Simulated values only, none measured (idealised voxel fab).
process module | voxel self aligned vias
cross-section cut | 255 nm wide | cells 5 nm
A cross-section is a grid of square cells, given in bands from the top down. A band is one or more rows of cells.
Each band's line starts with the height of the band's top and of its bottom, in nm. Then come its materials from left to right, each with its width in nm. One material with "throughout" fills the band from edge to edge. "air" is empty space.
Height 0 is the level under which the wafer as received is all one material. The lowest band goes on downwards, as in "0 down".
A width such as "30 to 40" changes by the same amount from each row of cells to the next, from the band's top row to its bottom row.
"no change" after a step means that no cell of the cross-section changed.
closed voids: empty space of 8 cells or more with no open way to the top, each as width x height at its distance from the left edge, in nm
after a step's settings: what the simulator itself notes on the step
overlay nm, on a step with a mask: how far to the right of its planned place the mask lay; to the left if negative
plan
1 op RECEIVE | material Si
2 op CONFORMAL_DEP | material SiO2 | thk nm 10
3 op CONFORMAL_DEP | material SiCN | thk nm 5
4 op DIRECTIONAL_DEP | material SiO2 | thk nm 20
5 op DIRECTIONAL_DEP | material aC | thk nm 15
6 op PATTERN | tone open | mask id LINES | material resist | width nm 30 | pitch nm 55 | thk nm 35 | overlay nm 0
7 op DIRECTIONAL_ETCH | etch materials aC | depth nm 15
8 op STRIP | etch materials resist
9 op DIRECTIONAL_ETCH | etch materials SiO2 | depth nm 20
10 op STRIP | etch materials aC
11 op CONFORMAL_DEP | material TiN | thk nm 5
12 op FILL_DEP | material Ru | thk nm 5
13 op CMP | height nm 35
14 op SELECTIVE_ETCH | etch materials W Ru TiN | depth nm 5
15 op FILL_DEP | material SiN | thk nm 10
16 op CMP | height nm 35
17 op DIRECTIONAL_DEP | material SiO2 | thk nm 20
18 op PATTERN | tone open | mask id VIAS | material resist | width nm 40 | pitch nm 110 | thk nm 20 | overlay nm 0
19 op DIRECTIONAL_ETCH | etch materials SiO2 | depth nm 20
20 op DIRECTIONAL_ETCH | etch materials SiN | depth nm 5
21 op STRIP | etch materials resist
22 op CONFORMAL_DEP | material TiN | thk nm 5
23 op FILL_DEP | material W | thk nm 5
24 op CMP | height nm 55
25 op CONFORMAL_DEP | material SiCN | thk nm 5
as received, after step 1
  0 down: Si throughout
  closed voids: none
first wafer at the end, as planned
  60 to 55: SiCN throughout
  55 to 40: SiO2 50 | TiN 5 | W 30 | TiN 5 | SiO2 70 | TiN 5 | W 30 | TiN 5 | SiO2 55
  40 to 35: SiO2 50 | TiN 10 | W 20 | TiN 10 | SiO2 70 | TiN 10 | W 20 | TiN 10 | SiO2 55
  35 to 30: SiO2 55 | TiN 30 | SiO2 25 | SiN 30 | SiO2 25 | TiN 30 | SiO2 60
  30 to 20: SiO2 55 | TiN 5 | Ru 20 | TiN 5 | SiO2 25 | TiN 5 | Ru 20 | TiN 5 | SiO2 25 | TiN 5 | Ru 20 | TiN 5 | SiO2 60
  20 to 15: SiO2 55 | TiN 30 | SiO2 25 | TiN 30 | SiO2 25 | TiN 30 | SiO2 60
  15 to 10: SiCN throughout
  10 to 0: SiO2 throughout
  0 down: Si throughout
  closed voids: none
second wafer at the end: like start, like plan, one mistake
  60 to 55: SiCN throughout
  55 to 40: W 45 | TiN 5 | SiO2 40 | TiN 5 | W 60 | TiN 5 | SiO2 40 | TiN 5 | W 50
  40 to 35: TiN 50 | SiO2 40 | TiN 25 | W 20 | TiN 25 | SiO2 40 | TiN 55
  35 to 30: SiO2 55 | SiN 30 | SiO2 25 | TiN 30 | SiO2 25 | SiN 30 | SiO2 60
  30 to 20: SiO2 55 | TiN 5 | Ru 20 | TiN 5 | SiO2 25 | TiN 5 | Ru 20 | TiN 5 | SiO2 25 | TiN 5 | Ru 20 | TiN 5 | SiO2 60
  20 to 15: SiO2 55 | TiN 30 | SiO2 25 | TiN 30 | SiO2 25 | TiN 30 | SiO2 60
  15 to 10: SiCN throughout
  10 to 0: SiO2 throughout
  0 down: Si throughout
  closed voids: none
what went wrong: step 18 ran as: op PATTERN | tone cover | mask id VIAS | material resist | width nm 40 | pitch nm 110 | thk nm 20 | overlay nm 0
at the end the second wafer has, in cells: 6 more of SiN | 76 fewer of SiO2 | 17 more of TiN | 53 more of W
